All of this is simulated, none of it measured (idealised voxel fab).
You're looking at the process module voxel released beams.
Cross-section cut: width 205 nm, square cells of 5 nm.
Reading order for cross-sections: top band down to bottom band. Underlying form: a grid of square cells. Band size: one or more rows of cells.
Heads up on the band format: heights come first, top then bottom, in nm. After that it's the materials left to right, each with its width in nm. A single material flagged "throughout" fills the whole band edge to edge, and "air" means there's empty space there.
Height is counted from the level 0, under which the received wafer is composed throughout of one material. The lowest of the bands is not closed at the bottom but continues downward, in the notation "0 -> down".
With a width like "30->40", each row of cells in the band differs from the next by the same amount, the top row carrying the first number and the bottom row the second.
Any step labelled "no change occurred" changed none of the cells in the cross-section.
This entry, "Fully closed voids", enumerates those empty regions of no fewer than 8 cells that possess no open connection to the top. Each region is reported in the form width x height at distance, the distance being taken from the left edge, with all three quantities expressed in nm.
Anything after a step's settings on that line? It's the simulator's own note about the step.
When a step includes a mask, the "overlay nm" setting on its line states how far to the right of its planned place that mask lay, and negative values state how far to the left.
Planned process steps:
1. RECEIVE, material Si
2. CONFORMAL_DEP, material SiN, thk nm 10
3. DIRECTIONAL_DEP, material SiO2, thk nm 20
4. MASKED_ETCH, tone open, mask id ANCHOR, width nm 30, etch materials SiO2, depth nm 20, overlay nm 0
5. CONFORMAL_DEP, material W, thk nm 10
6. MASKED_ETCH, tone cover, mask id BEAM, width nm 85, etch materials W, depth nm 10, overlay nm 0
7. STRIP, etch materials SiO2
So this is the incoming wafer in cross-section - it's already been through step 1:
0 -> down | Si throughout
Fully closed voids: none
Cross-sectional image of the first of two wafers at the end of the module, the run having proceeded as planned:
40 -> 30 | 55 nm air | 15 nm W | 10 nm air | 60 nm W | 65 nm air
30 -> 20 | 60 nm air | 10 nm W | 10 nm air | 10 nm W | 115 nm air
20 -> 10 | 60 nm air | 30 nm W | 115 nm air
10 -> 0 | SiN throughout
0 -> down | Si throughout
Fully closed voids: none
Cross-sectional view of the second of two wafers upon completion of the module. This wafer shared its starting condition and process plan with the first; one error was made during its execution:
20 -> 10 | 55 nm air | 85 nm W | 65 nm air
10 -> 0 | SiN throughout
0 -> down | Si throughout
Fully closed voids: none
Want to know what went wrong? step 3 was dropped from the plan's execution and never run
The second wafer ends with more or fewer cells of some materials than the first, per final count: W: 16 fewer
